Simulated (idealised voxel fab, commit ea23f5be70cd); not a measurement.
Module name: voxel gate over fins (process module)
Square cells of 5 nm make up the cross-section cut, whose width is 225 nm.
Cross-sections here: square-cell grids, written as top-down lists of bands, a band being one or more rows of cells.
Each band's line starts with the height of the band's top and of its bottom, in nm. Then come its materials from left to right, each with its width in nm. One material with "edge to edge" fills the band from edge to edge. "empty" is empty space.
Counting heights begins at 0, where everything beneath is, in the wafer as received, one material. The lowest band has no bottom; it goes on downwards, as "z 0 and below" shows.
You'd read "30->40" like this: the band's top row of cells is as wide as the first number, its bottom row is as wide as the second, and going down, every row changes width by the same amount as the row before did.
Key: "remained unchanged" - step with no changed cell in the cross-section.
Reported under the label "Listed closed voids" are the empty spaces having no open way to the top and comprising 8 cells or more; the notation for each is width x height at distance, in which the distance is measured from the left edge and all three values are in nm.
Formally, on a step line, whatever follows the settings is a remark that the simulator itself makes on the step.
"overlay nm" denotes, for a step that has a mask, the displacement of the mask to the right of its planned place, with negative values corresponding to the left.
## plan
step 1: RECEIVE (material Si)
step 2: CONFORMAL_DEP (material SiN; thk nm 10)
step 3: MASKED_ETCH (tone cover; mask id FINS; width nm 15; pitch nm 60; etch materials SiN; depth nm 10; overlay nm 0)
step 4: MASKED_ETCH (tone cover; mask id FINS; width nm 15; pitch nm 60; etch materials Si; depth nm 40; overlay nm 0)
step 5: OXIDIZE (depth nm 5)
step 6: FILL_DEP (material SiO2; thk nm 10)
step 7: CMP (height nm 10)
step 8: MASKED_ETCH (tone open; mask id RAIL; width nm 15; etch materials SiO2; depth nm 45; overlay nm 0)
step 9: CONFORMAL_DEP (material TiN; thk nm 5)
step 10: FILL_DEP (material W; thk nm 10)
step 11: CMP (height nm 10)
step 12: SELECTIVE_ETCH (etch materials W Ru TiN; depth nm 30)
step 13: FILL_DEP (material SiO2; thk nm 5)
step 14: CMP (height nm 10)
step 15: SELECTIVE_ETCH (etch materials SiO2; depth nm 20)
step 16: STRIP (etch materials SiN)
step 17: CONFORMAL_DEP (material HfO2; thk nm 5)
step 18: CONFORMAL_DEP (material TiN; thk nm 5)
step 19: FILL_DEP (material W; thk nm 15)
step 20: CMP (height nm 20)
step 21: CONFORMAL_DEP (material SiCN; thk nm 5)
## Account of the first of two wafers, which was processed as intended
## Cross-section of the incoming wafer, state after step 1
> z 0 and below = Si edge to edge
> Listed closed voids: none
## State of the wafer after step 2, shown in cross-section
> z 10 to 0 = SiN edge to edge
> All layers under 0 are left as they were.
## State of the wafer after step 3, shown in cross-section
> z 10 to 0 = 45 of empty, then 15 of SiN, then 45 of empty, then 15 of SiN, then 45 of empty, then 15 of SiN, then 45 of empty
> All layers under 0 are left as they were.
## State of the wafer after step 4, shown in cross-section
> z 10 to 0 = 45 of empty, then 15 of SiN, then 45 of empty, then 15 of SiN, then 45 of empty, then 15 of SiN, then 45 of empty
> z 0 to -40 = 45 of empty, then 15 of Si, then 45 of empty, then 15 of Si, then 45 of empty, then 15 of Si, then 45 of empty
> All layers under -40 are left as they were.
## State of the wafer after step 5, shown in cross-section
> z 10 to 0 = 45 of empty, then 15 of SiN, then 45 of empty, then 15 of SiN, then 45 of empty, then 15 of SiN, then 45 of empty
> z 0 to -40 = 45 of empty, then 5 of SiO2, then 5 of Si, then 5 of SiO2, then 45 of empty, then 5 of SiO2, then 5 of Si, then 5 of SiO2, then 45 of empty, then 5 of SiO2, then 5 of Si, then 5 of SiO2, then 45 of empty
> z -40 to -45 = 50 of SiO2, then 5 of Si, then 55 of SiO2, then 5 of Si, then 55 of SiO2, then 5 of Si, then 50 of SiO2
> All layers under -45 are left as they were.
## State of the wafer after step 6, shown in cross-section
> z 20 to 10 = SiO2 edge to edge
> z 10 to 0 = 45 of SiO2, then 15 of SiN, then 45 of SiO2, then 15 of SiN, then 45 of SiO2, then 15 of SiN, then 45 of SiO2
> z 0 to -45 = 50 of SiO2, then 5 of Si, then 55 of SiO2, then 5 of Si, then 55 of SiO2, then 5 of Si, then 50 of SiO2
> All layers under -45 are left as they were.
## State of the wafer after step 7, shown in cross-section
> z 10 to 0 = 45 of SiO2, then 15 of SiN, then 45 of SiO2, then 15 of SiN, then 45 of SiO2, then 15 of SiN, then 45 of SiO2
> All layers under 0 are left as they were.
## State of the wafer after step 8, shown in cross-section
> z 10 to 0 = 45 of SiO2, then 15 of SiN, then 15 of SiO2, then 15 of empty, then 15 of SiO2, then 15 of SiN, then 45 of SiO2, then 15 of SiN, then 45 of SiO2
> z 0 to -35 = 50 of SiO2, then 5 of Si, then 20 of SiO2, then 15 of empty, then 20 of SiO2, then 5 of Si, then 55 of SiO2, then 5 of Si, then 50 of SiO2
> All layers under -35 are left as they were.
## State of the wafer after step 9, shown in cross-section
> z 15 to 10 = 80 of TiN, then 5 of empty, then 140 of TiN
> z 10 to 0 = 45 of SiO2, then 15 of SiN, then 15 of SiO2, then 5 of TiN, then 5 of empty, then 5 of TiN, then 15 of SiO2, then 15 of SiN, then 45 of SiO2, then 15 of SiN, then 45 of SiO2
> z 0 to -30 = 50 of SiO2, then 5 of Si, then 20 of SiO2, then 5 of TiN, then 5 of empty, then 5 of TiN, then 20 of SiO2, then 5 of Si, then 55 of SiO2, then 5 of Si, then 50 of SiO2
> z -30 to -35 = 50 of SiO2, then 5 of Si, then 20 of SiO2, then 15 of TiN, then 20 of SiO2, then 5 of Si, then 55 of SiO2, then 5 of Si, then 50 of SiO2
> All layers under -35 are left as they were.
## State of the wafer after step 10, shown in cross-section
> z 25 to 15 = W edge to edge
> z 15 to 10 = 80 of TiN, then 5 of W, then 140 of TiN
> z 10 to 0 = 45 of SiO2, then 15 of SiN, then 15 of SiO2, then 5 of TiN, then 5 of W, then 5 of TiN, then 15 of SiO2, then 15 of SiN, then 45 of SiO2, then 15 of SiN, then 45 of SiO2
> z 0 to -30 = 50 of SiO2, then 5 of Si, then 20 of SiO2, then 5 of TiN, then 5 of W, then 5 of TiN, then 20 of SiO2, then 5 of Si, then 55 of SiO2, then 5 of Si, then 50 of SiO2
> All layers under -30 are left as they were.
## State of the wafer after step 11, shown in cross-section
> z 10 to 0 = 45 of SiO2, then 15 of SiN, then 15 of SiO2, then 5 of TiN, then 5 of W, then 5 of TiN, then 15 of SiO2, then 15 of SiN, then 45 of SiO2, then 15 of SiN, then 45 of SiO2
> All layers under 0 are left as they were.
## State of the wafer after step 12, shown in cross-section
> z 10 to 0 = 45 of SiO2, then 15 of SiN, then 15 of SiO2, then 15 of empty, then 15 of SiO2, then 15 of SiN, then 45 of SiO2, then 15 of SiN, then 45 of SiO2
> z 0 to -20 = 50 of SiO2, then 5 of Si, then 20 of SiO2, then 15 of empty, then 20 of SiO2, then 5 of Si, then 55 of SiO2, then 5 of Si, then 50 of SiO2
> All layers under -20 are left as they were.
## State of the wafer after step 13, shown in cross-section
> z 15 to 10 = SiO2 edge to edge
> z 10 to 0 = 45 of SiO2, then 15 of SiN, then 45 of SiO2, then 15 of SiN, then 45 of SiO2, then 15 of SiN, then 45 of SiO2
> z 0 to -20 = 50 of SiO2, then 5 of Si, then 55 of SiO2, then 5 of Si, then 55 of SiO2, then 5 of Si, then 50 of SiO2
> All layers under -20 are left as they were.
## State of the wafer after step 14, shown in cross-section
> z 10 to 0 = 45 of SiO2, then 15 of SiN, then 45 of SiO2, then 15 of SiN, then 45 of SiO2, then 15 of SiN, then 45 of SiO2
> All layers under 0 are left as they were.
## State of the wafer after step 15, shown in cross-section
> z 10 to 0 = 45 of empty, then 15 of SiN, then 45 of empty, then 15 of SiN, then 45 of empty, then 15 of SiN, then 45 of empty
> z 0 to -10 = 50 of empty, then 5 of Si, then 55 of empty, then 5 of Si, then 55 of empty, then 5 of Si, then 50 of empty
> All layers under -10 are left as they were.
## State of the wafer after step 16, shown in cross-section
> z 0 to -10 = 50 of empty, then 5 of Si, then 55 of empty, then 5 of Si, then 55 of empty, then 5 of Si, then 50 of empty
> All layers under -10 are left as they were.
## State of the wafer after step 17, shown in cross-section
> z 5 to 0 = 45 of empty, then 15 of HfO2, then 45 of empty, then 15 of HfO2, then 45 of empty, then 15 of HfO2, then 45 of empty
> z 0 to -5 = 45 of empty, then 5 of HfO2, then 5 of Si, then 5 of HfO2, then 45 of empty, then 5 of HfO2, then 5 of Si, then 5 of HfO2, then 45 of empty, then 5 of HfO2, then 5 of Si, then 5 of HfO2, then 45 of empty
> z -5 to -10 = 50 of HfO2, then 5 of Si, then 55 of HfO2, then 5 of Si, then 55 of HfO2, then 5 of Si, then 50 of HfO2
> All layers under -10 are left as they were.
## State of the wafer after step 18, shown in cross-section
> z 10 to 5 = 40 of empty, then 25 of TiN, then 35 of empty, then 25 of TiN, then 35 of empty, then 25 of TiN, then 40 of empty
> z 5 to 0 = 40 of empty, then 5 of TiN, then 15 of HfO2, then 5 of TiN, then 35 of empty, then 5 of TiN, then 15 of HfO2, then 5 of TiN, then 35 of empty, then 5 of TiN, then 15 of HfO2, then 5 of TiN, then 40 of empty
> z 0 to -5 = 45 of TiN, then 5 of HfO2, then 5 of Si, then 5 of HfO2, then 45 of TiN, then 5 of HfO2, then 5 of Si, then 5 of HfO2, then 45 of TiN, then 5 of HfO2, then 5 of Si, then 5 of HfO2, then 45 of TiN
> All layers under -5 are left as they were.
## State of the wafer after step 19, shown in cross-section
> z 25 to 10 = W edge to edge
> z 10 to 5 = 40 of W, then 25 of TiN, then 35 of W, then 25 of TiN, then 35 of W, then 25 of TiN, then 40 of W
> z 5 to 0 = 40 of W, then 5 of TiN, then 15 of HfO2, then 5 of TiN, then 35 of W, then 5 of TiN, then 15 of HfO2, then 5 of TiN, then 35 of W, then 5 of TiN, then 15 of HfO2, then 5 of TiN, then 40 of W
> All layers under 0 are left as they were.
## State of the wafer after step 20, shown in cross-section
> z 20 to 10 = W edge to edge
> All layers under 10 are left as they were.
## State of the wafer after step 21, shown in cross-section
> z 25 to 20 = SiCN edge to edge
> All layers under 20 are left as they were.
## Here the second wafer is described. Its start and its plan were those of the first wafer. Its run contained one mistake. Up to and including step 14, it did exactly what the first wafer did
## X-section, second wafer, when step 15 was due to finish
> z 10 to 0 = 45 of empty, then 15 of SiN, then 45 of empty, then 15 of SiN, then 45 of empty, then 15 of SiN, then 45 of empty
> z 0 to -20 = 50 of empty, then 5 of Si, then 55 of empty, then 5 of Si, then 55 of empty, then 5 of Si, then 50 of empty
> z -20 to -30 = 50 of empty, then 5 of Si, then 20 of empty, then 5 of TiN, then 5 of W, then 5 of TiN, then 20 of empty, then 5 of Si, then 55 of empty, then 5 of Si, then 50 of empty
> All layers under -30 are left as they were.
## X-section, second wafer, when step 16 was due to finish
> z 0 to -20 = 50 of empty, then 5 of Si, then 55 of empty, then 5 of Si, then 55 of empty, then 5 of Si, then 50 of empty
> All layers under -20 are left as they were.
## X-section, second wafer, when step 17 was due to finish
> z 5 to 0 = 45 of empty, then 15 of HfO2, then 45 of empty, then 15 of HfO2, then 45 of empty, then 15 of HfO2, then 45 of empty
> z 0 to -15 = 45 of empty, then 5 of HfO2, then 5 of Si, then 5 of HfO2, then 45 of empty, then 5 of HfO2, then 5 of Si, then 5 of HfO2, then 45 of empty, then 5 of HfO2, then 5 of Si, then 5 of HfO2, then 45 of empty
> z -15 to -20 = 45 of empty, then 5 of HfO2, then 5 of Si, then 5 of HfO2, then 10 of empty, then 25 of HfO2, then 10 of empty, then 5 of HfO2, then 5 of Si, then 5 of HfO2, then 45 of empty, then 5 of HfO2, then 5 of Si, then 5 of HfO2, then 45 of empty
> z -20 to -25 = 45 of empty, then 5 of HfO2, then 5 of Si, then 5 of HfO2, then 10 of empty, then 5 of HfO2, then 5 of TiN, then 5 of W, then 5 of TiN, then 5 of HfO2, then 10 of empty, then 5 of HfO2, then 5 of Si, then 5 of HfO2, then 45 of empty, then 5 of HfO2, then 5 of Si, then 5 of HfO2, then 45 of empty
> z -25 to -30 = 50 of HfO2, then 5 of Si, then 20 of HfO2, then 5 of TiN, then 5 of W, then 5 of TiN, then 20 of HfO2, then 5 of Si, then 55 of HfO2, then 5 of Si, then 50 of HfO2
> All layers under -30 are left as they were.
## X-section, second wafer, when step 18 was due to finish
> z 10 to 5 = 40 of empty, then 25 of TiN, then 35 of empty, then 25 of TiN, then 35 of empty, then 25 of TiN, then 40 of empty
> z 5 to 0 = 40 of empty, then 5 of TiN, then 15 of HfO2, then 5 of TiN, then 35 of empty, then 5 of TiN, then 15 of HfO2, then 5 of TiN, then 35 of empty, then 5 of TiN, then 15 of HfO2, then 5 of TiN, then 40 of empty
> z 0 to -10 = 40 of empty, then 5 of TiN, then 5 of HfO2, then 5 of Si, then 5 of HfO2, then 5 of TiN, then 35 of empty, then 5 of TiN, then 5 of HfO2, then 5 of Si, then 5 of HfO2, then 5 of TiN, then 35 of empty, then 5 of TiN, then 5 of HfO2, then 5 of Si, then 5 of HfO2, then 5 of TiN, then 40 of empty
> z -10 to -15 = 40 of empty, then 5 of TiN, then 5 of HfO2, then 5 of Si, then 5 of HfO2, then 45 of TiN, then 5 of HfO2, then 5 of Si, then 5 of HfO2, then 5 of TiN, then 35 of empty, then 5 of TiN, then 5 of HfO2, then 5 of Si, then 5 of HfO2, then 5 of TiN, then 40 of empty
> z -15 to -20 = 40 of empty, then 5 of TiN, then 5 of HfO2, then 5 of Si, then 5 of HfO2, then 10 of TiN, then 25 of HfO2, then 10 of TiN, then 5 of HfO2, then 5 of Si, then 5 of HfO2, then 5 of TiN, then 35 of empty, then 5 of TiN, then 5 of HfO2, then 5 of Si, then 5 of HfO2, then 5 of TiN, then 40 of empty
> z -20 to -25 = 45 of TiN, then 5 of HfO2, then 5 of Si, then 5 of HfO2, then 10 of TiN, then 5 of HfO2, then 5 of TiN, then 5 of W, then 5 of TiN, then 5 of HfO2, then 10 of TiN, then 5 of HfO2, then 5 of Si, then 5 of HfO2, then 45 of TiN, then 5 of HfO2, then 5 of Si, then 5 of HfO2, then 45 of TiN
> All layers under -25 are left as they were.
## X-section, second wafer, when step 19 was due to finish
> z 25 to 10 = W edge to edge
> z 10 to 5 = 40 of W, then 25 of TiN, then 35 of W, then 25 of TiN, then 35 of W, then 25 of TiN, then 40 of W
> z 5 to 0 = 40 of W, then 5 of TiN, then 15 of HfO2, then 5 of TiN, then 35 of W, then 5 of TiN, then 15 of HfO2, then 5 of TiN, then 35 of W, then 5 of TiN, then 15 of HfO2, then 5 of TiN, then 40 of W
> z 0 to -10 = 40 of W, then 5 of TiN, then 5 of HfO2, then 5 of Si, then 5 of HfO2, then 5 of TiN, then 35 of W, then 5 of TiN, then 5 of HfO2, then 5 of Si, then 5 of HfO2, then 5 of TiN, then 35 of W, then 5 of TiN, then 5 of HfO2, then 5 of Si, then 5 of HfO2, then 5 of TiN, then 40 of W
> z -10 to -15 = 40 of W, then 5 of TiN, then 5 of HfO2, then 5 of Si, then 5 of HfO2, then 45 of TiN, then 5 of HfO2, then 5 of Si, then 5 of HfO2, then 5 of TiN, then 35 of W, then 5 of TiN, then 5 of HfO2, then 5 of Si, then 5 of HfO2, then 5 of TiN, then 40 of W
> z -15 to -20 = 40 of W, then 5 of TiN, then 5 of HfO2, then 5 of Si, then 5 of HfO2, then 10 of TiN, then 25 of HfO2, then 10 of TiN, then 5 of HfO2, then 5 of Si, then 5 of HfO2, then 5 of TiN, then 35 of W, then 5 of TiN, then 5 of HfO2, then 5 of Si, then 5 of HfO2, then 5 of TiN, then 40 of W
> All layers under -20 are left as they were.
## X-section, second wafer, when step 20 was due to finish
> z 20 to 10 = W edge to edge
> All layers under 10 are left as they were.
## X-section, second wafer, when step 21 was due to finish
> z 25 to 20 = SiCN edge to edge
> All layers under 20 are left as they were.
In executing the process, a mistake was made relative to the plan: step 15 of the plan was carried out twice
Final cells, second wafer relative to first, materials higher or lower: +28 HfO2, -162 SiO2, +28 TiN, +106 W
